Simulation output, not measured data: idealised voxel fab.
Name of the process module below: voxel capacitor over wiring
It is cross-section cut that appears here, measuring 265 nm in width, its square cells being 5 nm in size.
Cross-section format: a grid of square cells, given as bands from top to bottom; each band is one or more rows of cells.
Band: top height; bottom height; in nm. Then, left to right: material with width in nm, for each material. "throughout": a single material spanning edge to edge. "empty": empty space.
Note: height 0 marks the level under which the wafer is uniformly one material as received. Lowest band unbounded below, written "0 -> down".
When a width is written as two numbers, as in "30..40", the first number is the width in the top row of cells of the band and the second is the width in its bottom row, and the width changes by the same amount from each row to the next.
Basically "nothing changed" means that step didn't change any cell in the cross-section.
"Entrapped void list" lists enclosed empty spaces (at least 8 cells, no open path upward to the top), each as width x height at distance from the left edge, in nm.
Post-settings text on a step line: simulator's own remark regarding the step.
On any step carrying a mask, the "overlay nm" setting, if present on the step's line, tells how far right of its planned place the mask lay; negative values point to the left.
Structure of the following material. The material consists of pairs of cross-sections. Each pair comprises the cross-section before one process step and the cross-section after that step, the latter shown only down to the lowest band that changed. The step between the cross-sections is specified beneath each pair, including its settings. Pairs are not necessarily consecutive: they may derive from different runs of this module performed on the same starting wafer. Continuity with the pair above is to be assumed only where the entry headed "Pre-step section" of the pair in question states it.

# Pre-step section
    95 -> 85: SiO2 (95); empty (15); SiO2 (155)
    85 -> 75: SiO2 (85); TiN (65); SiO2 (115)
    75 -> 70: SiO2 (85); HfO2 (65); SiO2 (115)
    70 -> 65: SiO2 (80); TiN (75); SiO2 (110)
    65 -> 50: SiO2 (85); Ru (15); SiO2 (165)
    50 -> 45: SiCN (85); Ru (15); SiCN (165)
    45 -> 35: SiO2 (70); TiN (5); Cu (20); TiN (5); SiO2 (60); TiN (5); Cu (20); TiN (5); SiO2 (75)
    35 -> 30: SiN (70); TiN (30); SiN (60); TiN (30); SiN (75)
    30 -> 0: SiO2 throughout
    0 -> down: Si throughout
    Entrapped void list: none

# After the Step
    100 -> 95: TiN (100); empty (5); TiN (160)
    95 -> 90: SiO2 (95); TiN (5); empty (5); TiN (5); SiO2 (155)
    90 -> 85: SiO2 (95); TiN (15); SiO2 (155)
    Rest of section, below 85: as before.
    Entrapped void list: none
Transition step, before and after shown above: CONFORMAL_DEP: material TiN, thk nm 5

Pre-step section: per the after cross-section of the pair just above.

# After the Step
    110 -> 100: Cu throughout
    100 -> 95: TiN (100); Cu (5); TiN (160)
    95 -> 90: SiO2 (95); TiN (5); Cu (5); TiN (5); SiO2 (155)
    Rest of section, below 90: as before.
    Entrapped void list: none
Transition step, before and after shown above: FILL_DEP: material Cu, thk nm 10

Pre-step section: per the after cross-section of the pair just above.

# After the Step
    95 -> 90: SiO2 (95); TiN (5); Cu (5); TiN (5); SiO2 (155)
    Rest of section, below 90: as before.
    Entrapped void list: none
Transition step, before and after shown above: CMP: height nm 95

Pre-step section: per the after cross-section of the pair just above.

# After the Step
    100 -> 95: SiN throughout
    Rest of section, below 95: as before.
    Entrapped void list: none
Transition step, before and after shown above: CONFORMAL_DEP: material SiN, thk nm 5

# Pre-step section
    5 -> 0: SiN throughout
    0 -> down: Si throughout
    Entrapped void list: none

# After the Step
    20 -> 5: SiO2 throughout
    Rest of section, below 5: as before.
    Entrapped void list: none
Transition step, before and after shown above: CONFORMAL_DEP: material SiO2, thk nm 15

Pre-step section: per the after cross-section of the pair just above.

# After the Step
    45 -> 5: SiO2 throughout
    Rest of section, below 5: as before.
    Entrapped void list: none
Transition step, before and after shown above: DIRECTIONAL_DEP: material SiO2, thk nm 25

Pre-step section: per the after cross-section of the pair just above.

# After the Step
    45 -> 20: SiO2 (70); empty (30); SiO2 (60); empty (30); SiO2 (75)
    Rest of section, below 20: as before.
    Entrapped void list: none
Transition step, before and after shown above: MASKED_ETCH: tone open, mask id METAL_1, width nm 30, pitch nm 90, etch materials SiO2, depth nm 25, overlay nm 0

Pre-step section: per the after cross-section of the pair just above.

# After the Step
    50 -> 45: TiN (75); empty (20); TiN (70); empty (20); TiN (80)
    45 -> 25: SiO2 (70); TiN (5); empty (20); TiN (5); SiO2 (60); TiN (5); empty (20); TiN (5); SiO2 (75)
    25 -> 20: SiO2 (70); TiN (30); SiO2 (60); TiN (30); SiO2 (75)
    Rest of section, below 20: as before.
    Entrapped void list: none
Transition step, before and after shown above: CONFORMAL_DEP: material TiN, thk nm 5

Pre-step section: per the after cross-section of the pair just above.

# After the Step
    60 -> 50: Cu throughout
    50 -> 45: TiN (75); Cu (20); TiN (70); Cu (20); TiN (80)
    45 -> 25: SiO2 (70); TiN (5); Cu (20); TiN (5); SiO2 (60); TiN (5); Cu (20); TiN (5); SiO2 (75)
    Rest of section, below 25: as before.
    Entrapped void list: none
Transition step, before and after shown above: FILL_DEP: material Cu, thk nm 10

Pre-step section: per the after cross-section of the pair just above.

# After the Step
    45 -> 25: SiO2 (70); TiN (5); Cu (20); TiN (5); SiO2 (60); TiN (5); Cu (20); TiN (5); SiO2 (75)
    Rest of section, below 25: as before.
    Entrapped void list: none
Transition step, before and after shown above: CMP: height nm 45

Pre-step section: per the after cross-section of the pair just above.

# After the Step
    50 -> 45: SiCN throughout
    Rest of section, below 45: as before.
    Entrapped void list: none
Transition step, before and after shown above: CONFORMAL_DEP: material SiCN, thk nm 5

Pre-step section: per the after cross-section of the pair just above.

# After the Step
    65 -> 50: SiO2 throughout
    Rest of section, below 50: as before.
    Entrapped void list: none
Transition step, before and after shown above: DIRECTIONAL_DEP: material SiO2, thk nm 15

Pre-step section: per the after cross-section of the pair just above.

# After the Step
    80 -> 65: resist (85); empty (15); resist (165)
    Rest of section, below 65: as before.
    Entrapped void list: none
Transition step, before and after shown above: PATTERN: tone open, mask id PLUG_1, material resist, width nm 15, thk nm 15, overlay nm 0

Pre-step section: per the after cross-section of the pair just above.

# After the Step
    80 -> 65: resist (85); empty (15); resist (165)
    65 -> 50: SiO2 (85); empty (15); SiO2 (165)
    Rest of section, below 50: as before.
    Entrapped void list: none
Transition step, before and after shown above: DIRECTIONAL_ETCH: etch materials SiO2, depth nm 15

Pre-step section: per the after cross-section of the pair just above.

# After the Step
    80 -> 65: resist (85); empty (15); resist (165)
    65 -> 50: SiO2 (85); empty (15); SiO2 (165)
    50 -> 45: SiCN (85); empty (15); SiCN (165)
    Rest of section, below 45: as before.
    Entrapped void list: none
Transition step, before and after shown above: DIRECTIONAL_ETCH: etch materials SiCN, depth nm 5

Pre-step section: per the after cross-section of the pair just above.

# After the Step
    65 -> 50: SiO2 (85); empty (15); SiO2 (165)
    Rest of section, below 50: as before.
    Entrapped void list: none
Transition step, before and after shown above: STRIP: etch materials resist

Pre-step section: per the after cross-section of the pair just above.

# After the Step
    65 -> 55: SiO2 (85); empty (15); SiO2 (165)
    55 -> 50: SiO2 (85); Ru (15); SiO2 (165)
    50 -> 45: SiCN (85); Ru (15); SiCN (165)
    Rest of section, below 45: as before.
    Entrapped void list: none
Transition step, before and after shown above: EPI: material Ru, thk nm 10

Pre-step section: per the after cross-section of the pair just above.

# After the Step
    65 -> 50: SiO2 (85); Ru (15); SiO2 (165)
    Rest of section, below 50: as before.
    Entrapped void list: none
Transition step, before and after shown above: EPI: material Ru, thk nm 10

Pre-step section: per the after cross-section of the pair just above.

# After the Step
    70 -> 65: TiN throughout
    Rest of section, below 65: as before.
    Entrapped void list: none
Transition step, before and after shown above: DIRECTIONAL_DEP: material TiN, thk nm 5

Pre-step section: per the after cross-section of the pair just above.

# After the Step
    75 -> 70: HfO2 throughout
    Rest of section, below 70: as before.
    Entrapped void list: none
Transition step, before and after shown above: DIRECTIONAL_DEP: material HfO2, thk nm 5

Pre-step section: per the after cross-section of the pair just above.

# After the Step
    85 -> 75: TiN throughout
    Rest of section, below 75: as before.
    Entrapped void list: none
Transition step, before and after shown above: DIRECTIONAL_DEP: material TiN, thk nm 10

Pre-step section: per the after cross-section of the pair just above.

# After the Step
    100 -> 85: empty (85); resist (65); empty (115)
    Rest of section, below 85: as before.
    Entrapped void list: none
Transition step, before and after shown above: PATTERN: tone cover, mask id UPPER_PLATE, material resist, width nm 65, thk nm 15, overlay nm 0

Pre-step section: per the after cross-section of the pair just above.

# After the Step
    100 -> 85: empty (85); resist (65); empty (115)
    85 -> 75: empty (85); TiN (65); empty (115)
    Rest of section, below 75: as before.
    Entrapped void list: none
Transition step, before and after shown above: DIRECTIONAL_ETCH: etch materials TiN, depth nm 10

Pre-step section: per the after cross-section of the pair just above.

# After the Step
    100 -> 85: empty (85); resist (65); empty (115)
    85 -> 75: empty (85); TiN (65); empty (115)
    75 -> 70: empty (85); HfO2 (65); empty (115)
    Rest of section, below 70: as before.
    Entrapped void list: none
Transition step, before and after shown above: DIRECTIONAL_ETCH: etch materials HfO2, depth nm 5

Pre-step section: per the after cross-section of the pair just above.

# After the Step
    85 -> 75: empty (85); TiN (65); empty (115)
    Rest of section, below 75: as before.
    Entrapped void list: none
Transition step, before and after shown above: STRIP: etch materials resist

Pre-step section: per the after cross-section of the pair just above.

# After the Step
    100 -> 85: empty (80); resist (75); empty (110)
    85 -> 75: empty (80); resist (5); TiN (65); resist (5); empty (110)
    75 -> 70: empty (80); resist (5); HfO2 (65); resist (5); empty (110)
    Rest of section, below 70: as before.
    Entrapped void list: none
Transition step, before and after shown above: PATTERN: tone cover, mask id LOWER_PLATE, material resist, width nm 75, thk nm 15, overlay nm 0

Pre-step section: per the after cross-section of the pair just above.

# After the Step
    100 -> 85: empty (80); resist (75); empty (110)
    85 -> 75: empty (80); resist (5); TiN (65); resist (5); empty (110)
    75 -> 70: empty (80); resist (5); HfO2 (65); resist (5); empty (110)
    70 -> 65: empty (80); TiN (75); empty (110)
    Rest of section, below 65: as before.
    Entrapped void list: none
Transition step, before and after shown above: DIRECTIONAL_ETCH: etch materials TiN, depth nm 5

Pre-step section: per the after cross-section of the pair just above.

# After the Step
    85 -> 75: empty (85); TiN (65); empty (115)
    75 -> 70: empty (85); HfO2 (65); empty (115)
    Rest of section, below 70: as before.
    Entrapped void list: none
Transition step, before and after shown above: STRIP: etch materials resist

Pre-step section: per the after cross-section of the pair just above.

# After the Step
    100 -> 85: SiO2 throughout
    85 -> 75: SiO2 (85); TiN (65); SiO2 (115)
    75 -> 70: SiO2 (85); HfO2 (65); SiO2 (115)
    70 -> 65: SiO2 (80); TiN (75); SiO2 (110)
    Rest of section, below 65: as before.
    Entrapped void list: none
Transition step, before and after shown above: FILL_DEP: material SiO2, thk nm 15

Pre-step section: per the after cross-section of the pair just above.

# After the Step
    95 -> 85: SiO2 throughout
    Rest of section, below 85: as before.
    Entrapped void list: none
Transition step, before and after shown above: CMP: height nm 95

Pre-step section: per the after cross-section of the pair just above.

# After the Step
    115 -> 95: resist (95); empty (15); resist (155)
    Rest of section, below 95: as before.
    Entrapped void list: none
Transition step, before and after shown above: PATTERN: tone open, mask id PLUG_2, material resist, width nm 15, thk nm 20, overlay nm 0

Pre-step section: per the after cross-section of the pair just above.

# After the Step
    115 -> 95: resist (95); empty (15); resist (155)
    95 -> 85: SiO2 (95); empty (15); SiO2 (155)
    Rest of section, below 85: as before.
    Entrapped void list: none
Transition step, before and after shown above: DIRECTIONAL_ETCH: etch materials SiO2, depth nm 10

Pre-step section: per the after cross-section of the pair just above.

# After the Step
    95 -> 85: SiO2 (95); empty (15); SiO2 (155)
    Rest of section, below 85: as before.
    Entrapped void list: none
Transition step, before and after shown above: STRIP: etch materials resist

Pre-step section: per the after cross-section of the pair just above.

# After the Step
    100 -> 95: TiN (100); empty (5); TiN (160)
    95 -> 90: SiO2 (95); TiN (5); empty (5); TiN (5); SiO2 (155)
    90 -> 85: SiO2 (95); TiN (15); SiO2 (155)
    Rest of section, below 85: as before.
    Entrapped void list: none
Transition step, before and after shown above: CONFORMAL_DEP: material TiN, thk nm 5

Pre-step section: per the after cross-section of the pair just above.

# After the Step
    110 -> 100: Cu throughout
    100 -> 95: TiN (100); Cu (5); TiN (160)
    95 -> 90: SiO2 (95); TiN (5); Cu (5); TiN (5); SiO2 (155)
    Rest of section, below 90: as before.
    Entrapped void list: none
Transition step, before and after shown above: FILL_DEP: material Cu, thk nm 10

Pre-step section: per the after cross-section of the pair just above.

# After the Step
    95 -> 90: SiO2 (95); TiN (5); Cu (5); TiN (5); SiO2 (155)
    Rest of section, below 90: as before.
    Entrapped void list: none
Transition step, before and after shown above: CMP: height nm 95

Pre-step section: per the after cross-section of the pair just above.

# After the Step
    100 -> 95: SiN throughout
    Rest of section, below 95: as before.
    Entrapped void list: none
Transition step, before and after shown above: CONFORMAL_DEP: material SiN, thk nm 5

# Pre-step section
    50 -> 45: SiCN throughout
    45 -> 20: SiO2 (70); TiN (5); Cu (20); TiN (5); SiO2 (60); TiN (5); Cu (20); TiN (5); SiO2 (75)
    20 -> 15: SiN (70); TiN (30); SiN (60); TiN (30); SiN (75)
    15 -> 0: SiO2 throughout
    0 -> down: Si throughout
    Entrapped void list: none

# After the Step
    70 -> 50: SiO2 throughout
    Rest of section, below 50: as before.
    Entrapped void list: none
Transition step, before and after shown above: DIRECTIONAL_DEP: material SiO2, thk nm 20

Pre-step section: per the after cross-section of the pair just above.

# After the Step
    85 -> 70: resist (85); empty (15); resist (165)
    Rest of section, below 70: as before.
    Entrapped void list: none
Transition step, before and after shown above: PATTERN: tone open, mask id PLUG_1, material resist, width nm 15, thk nm 15, overlay nm 0

Pre-step section: per the after cross-section of the pair just above.

# After the Step
    85 -> 70: resist (85); empty (15); resist (165)
    70 -> 55: SiO2 (85); empty (15); SiO2 (165)
    Rest of section, below 55: as before.
    Entrapped void list: none
Transition step, before and after shown above: DIRECTIONAL_ETCH: etch materials SiO2, depth nm 15

Pre-step section: per the after cross-section of the pair just above.

# After the Step
    70 -> 55: SiO2 (85); empty (15); SiO2 (165)
    Rest of section, below 55: as before.
    Entrapped void list: none
Transition step, before and after shown above: STRIP: etch materials resist

Pre-step section: per the after cross-section of the pair just above.

# After the Step
    75 -> 70: TiN (85); empty (15); TiN (165)
    70 -> 60: SiO2 (85); empty (15); SiO2 (165)
    60 -> 55: SiO2 (85); TiN (15); SiO2 (165)
    Rest of section, below 55: as before.
    Entrapped void list: none
Transition step, before and after shown above: DIRECTIONAL_DEP: material TiN, thk nm 5

Pre-step section: per the after cross-section of the pair just above.

# After the Step
    80 -> 75: HfO2 (85); empty (15); HfO2 (165)
    75 -> 70: TiN (85); empty (15); TiN (165)
    70 -> 65: SiO2 (85); empty (15); SiO2 (165)
    65 -> 60: SiO2 (85); HfO2 (15); SiO2 (165)
    Rest of section, below 60: as before.
    Entrapped void list: none
Transition step, before and after shown above: DIRECTIONAL_DEP: material HfO2, thk nm 5

Pre-step section: per the after cross-section of the pair just above.

# After the Step
    90 -> 80: TiN (85); empty (15); TiN (165)
    80 -> 75: HfO2 (85); empty (15); HfO2 (165)
    75 -> 70: TiN throughout
    70 -> 65: SiO2 (85); TiN (15); SiO2 (165)
    Rest of section, below 65: as before.
    Entrapped void list: none
Transition step, before and after shown above: DIRECTIONAL_DEP: material TiN, thk nm 10

Pre-step section: per the after cross-section of the pair just above.

# After the Step
    105 -> 90: empty (85); resist (65); empty (115)
    90 -> 80: TiN (85); resist (15); TiN (165)
    80 -> 75: HfO2 (85); resist (15); HfO2 (165)
    Rest of section, below 75: as before.
    Entrapped void list: none
Transition step, before and after shown above: PATTERN: tone cover, mask id UPPER_PLATE, material resist, width nm 65, thk nm 15, overlay nm 0

Pre-step section: per the after cross-section of the pair just above.

# After the Step
    105 -> 90: empty (85); resist (65); empty (115)
    90 -> 80: empty (85); resist (15); TiN (50); empty (115)
    Rest of section, below 80: as before.
    Entrapped void list: none
Transition step, before and after shown above: DIRECTIONAL_ETCH: etch materials TiN, depth nm 10

Pre-step section: per the after cross-section of the pair just above.

# After the Step
    105 -> 90: empty (85); resist (65); empty (115)
    90 -> 80: empty (85); resist (15); TiN (50); empty (115)
    80 -> 75: empty (85); resist (15); HfO2 (50); empty (115)
    Rest of section, below 75: as before.
    Entrapped void list: none
Transition step, before and after shown above: DIRECTIONAL_ETCH: etch materials HfO2, depth nm 5

Pre-step section: per the after cross-section of the pair just above.

# After the Step
    90 -> 80: empty (100); TiN (50); empty (115)
    80 -> 75: empty (100); HfO2 (50); empty (115)
    Rest of section, below 75: as before.
    Entrapped void list: none
Transition step, before and after shown above: STRIP: etch materials resist

Pre-step section: per the after cross-section of the pair just above.

# After the Step
    105 -> 90: empty (80); resist (75); empty (110)
    90 -> 80: empty (80); resist (20); TiN (50); resist (5); empty (110)
    80 -> 75: empty (80); resist (20); HfO2 (50); resist (5); empty (110)
    Rest of section, below 75: as before.
    Entrapped void list: none
Transition step, before and after shown above: PATTERN: tone cover, mask id LOWER_PLATE, material resist, width nm 75, thk nm 15, overlay nm 0

Pre-step section: per the after cross-section of the pair just above.

# After the Step
    105 -> 90: empty (80); resist (75); empty (110)
    90 -> 80: empty (80); resist (20); TiN (50); resist (5); empty (110)
    80 -> 75: empty (80); resist (20); HfO2 (50); resist (5); empty (110)
    75 -> 70: empty (80); TiN (75); empty (110)
    Rest of section, below 70: as before.
    Entrapped void list: none
Transition step, before and after shown above: DIRECTIONAL_ETCH: etch materials TiN, depth nm 5

Pre-step section: per the after cross-section of the pair just above.

# After the Step
    90 -> 80: empty (100); TiN (50); empty (115)
    80 -> 75: empty (100); HfO2 (50); empty (115)
    Rest of section, below 75: as before.
    Entrapped void list: none
Transition step, before and after shown above: STRIP: etch materials resist

Pre-step section: per the after cross-section of the pair just above.

# After the Step
    105 -> 90: SiO2 throughout
    90 -> 80: SiO2 (100); TiN (50); SiO2 (115)
    80 -> 75: SiO2 (100); HfO2 (50); SiO2 (115)
    75 -> 65: SiO2 (80..85); TiN (75..15); SiO2 (110..165)
    Rest of section, below 65: as before.
    Entrapped void list: none
Transition step, before and after shown above: FILL_DEP: material SiO2, thk nm 15

Pre-step section: per the after cross-section of the pair just above.

# After the Step
    95 -> 90: SiO2 throughout
    Rest of section, below 90: as before.
    Entrapped void list: none
Transition step, before and after shown above: CMP: height nm 95

Pre-step section: per the after cross-section of the pair just above.

# After the Step
    115 -> 95: resist (95); empty (15); resist (155)
    Rest of section, below 95: as before.
    Entrapped void list: none
Transition step, before and after shown above: PATTERN: tone open, mask id PLUG_2, material resist, width nm 15, thk nm 20, overlay nm 0

Pre-step section: per the after cross-section of the pair just above.

# After the Step
    115 -> 95: resist (95); empty (15); resist (155)
    95 -> 90: SiO2 (95); empty (15); SiO2 (155)
    90 -> 85: SiO2 (95); empty (5); TiN (50); SiO2 (115)
    Rest of section, below 85: as before.
    Entrapped void list: none
Transition step, before and after shown above: DIRECTIONAL_ETCH: etch materials SiO2, depth nm 10

Pre-step section: per the after cross-section of the pair just above.

# After the Step
    95 -> 90: SiO2 (95); empty (15); SiO2 (155)
    Rest of section, below 90: as before.
    Entrapped void list: none
Transition step, before and after shown above: STRIP: etch materials resist

Pre-step section: per the after cross-section of the pair just above.

# After the Step
    100 -> 95: TiN (100); empty (5); TiN (160)
    95 -> 85: SiO2 (95); TiN (15..55); SiO2 (155..115)
    Rest of section, below 85: as before.
    Entrapped void list: none
Transition step, before and after shown above: CONFORMAL_DEP: material TiN, thk nm 5

Pre-step section: per the after cross-section of the pair just above.

# After the Step
    110 -> 100: Cu throughout
    100 -> 95: TiN (100); Cu (5); TiN (160)
    Rest of section, below 95: as before.
    Entrapped void list: none
Transition step, before and after shown above: FILL_DEP: material Cu, thk nm 10

Pre-step section: per the after cross-section of the pair just above.

# After the Step
    95 -> 85: SiO2 (95); TiN (15..55); SiO2 (155..115)
    Rest of section, below 85: as before.
    Entrapped void list: none
Transition step, before and after shown above: CMP: height nm 95

Pre-step section: per the after cross-section of the pair just above.

# After the Step
    100 -> 95: SiN throughout
    Rest of section, below 95: as before.
    Entrapped void list: none
Transition step, before and after shown above: CONFORMAL_DEP: material SiN, thk nm 5

# Pre-step section
    45 -> 20: SiO2 (70); empty (30); SiO2 (60); empty (30); SiO2 (75)
    20 -> 15: SiN throughout
    15 -> 0: SiO2 throughout
    0 -> down: Si throughout
    Entrapped void list: none

# After the Step
    45 -> 20: SiO2 (70); empty (30); SiO2 (60); empty (30); SiO2 (75)
    20 -> 15: SiN (75); empty (20); SiN (70); empty (20); SiN (80)
    Rest of section, below 15: as before.
    Entrapped void list: none
Transition step, before and after shown above: MASKED_ETCH: tone open, mask id METAL_1, width nm 20, pitch nm 90, etch materials SiN, depth nm 5, overlay nm 0

Pre-step section: per the after cross-section of the pair just above.

# After the Step
    50 -> 45: TiN (75); empty (20); TiN (70); empty (20); TiN (80)
    45 -> 25: SiO2 (70); TiN (5); empty (20); TiN (5); SiO2 (60); TiN (5); empty (20); TiN (5); SiO2 (75)
    25 -> 20: SiO2 (70); TiN (10); empty (10); TiN (10); SiO2 (60); TiN (10); empty (10); TiN (10); SiO2 (75)
    20 -> 15: SiN (75); TiN (20); SiN (70); TiN (20); SiN (80)
    Rest of section, below 15: as before.
    Entrapped void list: none
Transition step, before and after shown above: CONFORMAL_DEP: material TiN, thk nm 5

Pre-step section: per the after cross-section of the pair just above.

# After the Step
    60 -> 50: Cu throughout
    50 -> 45: TiN (75); Cu (20); TiN (70); Cu (20); TiN (80)
    45 -> 25: SiO2 (70); TiN (5); Cu (20); TiN (5); SiO2 (60); TiN (5); Cu (20); TiN (5); SiO2 (75)
    25 -> 20: SiO2 (70); TiN (10); Cu (10); TiN (10); SiO2 (60); TiN (10); Cu (10); TiN (10); SiO2 (75)
    Rest of section, below 20: as before.
    Entrapped void list: none
Transition step, before and after shown above: FILL_DEP: material Cu, thk nm 10

Pre-step section: per the after cross-section of the pair just above.

# After the Step
    45 -> 25: SiO2 (70); TiN (5); Cu (20); TiN (5); SiO2 (60); TiN (5); Cu (20); TiN (5); SiO2 (75)
    Rest of section, below 25: as before.
    Entrapped void list: none
Transition step, before and after shown above: CMP: height nm 45

Pre-step section: per the after cross-section of the pair just above.

# After the Step
    50 -> 45: SiCN throughout
    Rest of section, below 45: as before.
    Entrapped void list: none
Transition step, before and after shown above: CONFORMAL_DEP: material SiCN, thk nm 5

Pre-step section: per the after cross-section of the pair just above.

# After the Step
    65 -> 50: SiO2 throughout
    Rest of section, below 50: as before.
    Entrapped void list: none
Transition step, before and after shown above: DIRECTIONAL_DEP: material SiO2, thk nm 15

Pre-step section: per the after cross-section of the pair just above.

# After the Step
    80 -> 65: resist (85); empty (15); resist (165)
    Rest of section, below 65: as before.
    Entrapped void list: none
Transition step, before and after shown above: PATTERN: tone open, mask id PLUG_1, material resist, width nm 15, thk nm 15, overlay nm 0

Pre-step section: per the after cross-section of the pair just above.

# After the Step
    80 -> 65: resist (85); empty (15); resist (165)
    65 -> 50: SiO2 (85); empty (15); SiO2 (165)
    Rest of section, below 50: as before.
    Entrapped void list: none
Transition step, before and after shown above: DIRECTIONAL_ETCH: etch materials SiO2, depth nm 15

Pre-step section: per the after cross-section of the pair just above.

# After the Step
    80 -> 65: resist (85); empty (15); resist (165)
    65 -> 50: SiO2 (85); empty (15); SiO2 (165)
    50 -> 45: SiCN (85); empty (15); SiCN (165)
    Rest of section, below 45: as before.
    Entrapped void list: none
Transition step, before and after shown above: DIRECTIONAL_ETCH: etch materials SiCN, depth nm 5

Pre-step section: per the after cross-section of the pair just above.

# After the Step
    65 -> 50: SiO2 (85); empty (15); SiO2 (165)
    Rest of section, below 50: as before.
    Entrapped void list: none
Transition step, before and after shown above: STRIP: etch materials resist

Pre-step section: per the after cross-section of the pair just above.

# After the Step
    65 -> 55: SiO2 (85); empty (15); SiO2 (165)
    55 -> 50: SiO2 (85); Ru (15); SiO2 (165)
    50 -> 45: SiCN (85); Ru (15); SiCN (165)
    Rest of section, below 45: as before.
    Entrapped void list: none
Transition step, before and after shown above: EPI: material Ru, thk nm 10

Pre-step section: per the after cross-section of the pair just above.

# After the Step
    65 -> 50: SiO2 (85); Ru (15); SiO2 (165)
    Rest of section, below 50: as before.
    Entrapped void list: none
Transition step, before and after shown above: EPI: material Ru, thk nm 10

Pre-step section: per the after cross-section of the pair just above.

# After the Step
    70 -> 65: TiN throughout
    Rest of section, below 65: as before.
    Entrapped void list: none
Transition step, before and after shown above: DIRECTIONAL_DEP: material TiN, thk nm 5

Pre-step section: per the after cross-section of the pair just above.

# After the Step
    75 -> 70: HfO2 throughout
    Rest of section, below 70: as before.
    Entrapped void list: none
Transition step, before and after shown above: DIRECTIONAL_DEP: material HfO2, thk nm 5

Pre-step section: per the after cross-section of the pair just above.

# After the Step
    85 -> 75: TiN throughout
    Rest of section, below 75: as before.
    Entrapped void list: none
Transition step, before and after shown above: DIRECTIONAL_DEP: material TiN, thk nm 10

Pre-step section: per the after cross-section of the pair just above.

# After the Step
    100 -> 85: empty (85); resist (65); empty (115)
    Rest of section, below 85: as before.
    Entrapped void list: none
Transition step, before and after shown above: PATTERN: tone cover, mask id UPPER_PLATE, material resist, width nm 65, thk nm 15, overlay nm 0

Pre-step section: per the after cross-section of the pair just above.

# After the Step
    100 -> 85: empty (85); resist (65); empty (115)
    85 -> 75: empty (85); TiN (65); empty (115)
    Rest of section, below 75: as before.
    Entrapped void list: none
Transition step, before and after shown above: DIRECTIONAL_ETCH: etch materials TiN, depth nm 10

Pre-step section: per the after cross-section of the pair just above.

# After the Step
    100 -> 85: empty (85); resist (65); empty (115)
    85 -> 75: empty (85); TiN (65); empty (115)
    75 -> 70: empty (85); HfO2 (65); empty (115)
    Rest of section, below 70: as before.
    Entrapped void list: none
Transition step, before and after shown above: DIRECTIONAL_ETCH: etch materials HfO2, depth nm 5

Pre-step section: per the after cross-section of the pair just above.

# After the Step
    85 -> 75: empty (85); TiN (65); empty (115)
    Rest of section, below 75: as before.
    Entrapped void list: none
Transition step, before and after shown above: STRIP: etch materials resist

Pre-step section: per the after cross-section of the pair just above.

# After the Step
    100 -> 85: empty (80); resist (75); empty (110)
    85 -> 75: empty (80); resist (5); TiN (65); resist (5); empty (110)
    75 -> 70: empty (80); resist (5); HfO2 (65); resist (5); empty (110)
    Rest of section, below 70: as before.
    Entrapped void list: none
Transition step, before and after shown above: PATTERN: tone cover, mask id LOWER_PLATE, material resist, width nm 75, thk nm 15, overlay nm 0

Pre-step section: per the after cross-section of the pair just above.

# After the Step
    100 -> 85: empty (80); resist (75); empty (110)
    85 -> 75: empty (80); resist (5); TiN (65); resist (5); empty (110)
    75 -> 70: empty (80); resist (5); HfO2 (65); resist (5); empty (110)
    70 -> 65: empty (80); TiN (75); empty (110)
    Rest of section, below 65: as before.
    Entrapped void list: none
Transition step, before and after shown above: DIRECTIONAL_ETCH: etch materials TiN, depth nm 5

Pre-step section: per the after cross-section of the pair just above.

# After the Step
    85 -> 75: empty (85); TiN (65); empty (115)
    75 -> 70: empty (85); HfO2 (65); empty (115)
    Rest of section, below 70: as before.
    Entrapped void list: none
Transition step, before and after shown above: STRIP: etch materials resist

Pre-step section: per the after cross-section of the pair just above.

# After the Step
    100 -> 85: SiO2 throughout
    85 -> 75: SiO2 (85); TiN (65); SiO2 (115)
    75 -> 70: SiO2 (85); HfO2 (65); SiO2 (115)
    70 -> 65: SiO2 (80); TiN (75); SiO2 (110)
    Rest of section, below 65: as before.
    Entrapped void list: none
Transition step, before and after shown above: FILL_DEP: material SiO2, thk nm 15

Pre-step section: per the after cross-section of the pair just above.

# After the Step
    95 -> 85: SiO2 throughout
    Rest of section, below 85: as before.
    Entrapped void list: none
Transition step, before and after shown above: CMP: height nm 95

Pre-step section: per the after cross-section of the pair just above.

# After the Step
    115 -> 95: resist (95); empty (15); resist (155)
    Rest of section, below 95: as before.
    Entrapped void list: none
Transition step, before and after shown above: PATTERN: tone open, mask id PLUG_2, material resist, width nm 15, thk nm 20, overlay nm 0

Pre-step section: per the after cross-section of the pair just above.

# After the Step
    115 -> 95: resist (95); empty (15); resist (155)
    95 -> 85: SiO2 (95); empty (15); SiO2 (155)
    Rest of section, below 85: as before.
    Entrapped void list: none
Transition step, before and after shown above: DIRECTIONAL_ETCH: etch materials SiO2, depth nm 10

Pre-step section: per the after cross-section of the pair just above.

# After the Step
    95 -> 85: SiO2 (95); empty (15); SiO2 (155)
    Rest of section, below 85: as before.
    Entrapped void list: none
Transition step, before and after shown above: STRIP: etch materials resist

Pre-step section: per the after cross-section of the pair just above.

# After the Step
    100 -> 95: TiN (100); empty (5); TiN (160)
    95 -> 90: SiO2 (95); TiN (5); empty (5); TiN (5); SiO2 (155)
    90 -> 85: SiO2 (95); TiN (15); SiO2 (155)
    Rest of section, below 85: as before.
    Entrapped void list: none
Transition step, before and after shown above: CONFORMAL_DEP: material TiN, thk nm 5

Pre-step section: per the after cross-section of the pair just above.

# After the Step
    110 -> 100: Cu throughout
    100 -> 95: TiN (100); Cu (5); TiN (160)
    95 -> 90: SiO2 (95); TiN (5); Cu (5); TiN (5); SiO2 (155)
    Rest of section, below 90: as before.
    Entrapped void list: none
Transition step, before and after shown above: FILL_DEP: material Cu, thk nm 10

Pre-step section: per the after cross-section of the pair just above.

# After the Step
    95 -> 90: SiO2 (95); TiN (5); Cu (5); TiN (5); SiO2 (155)
    Rest of section, below 90: as before.
    Entrapped void list: none
Transition step, before and after shown above: CMP: height nm 95

Pre-step section: per the after cross-section of the pair just above.

# After the Step
    100 -> 95: SiN throughout
    Rest of section, below 95: as before.
    Entrapped void list: none
Transition step, before and after shown above: CONFORMAL_DEP: material SiN, thk nm 5
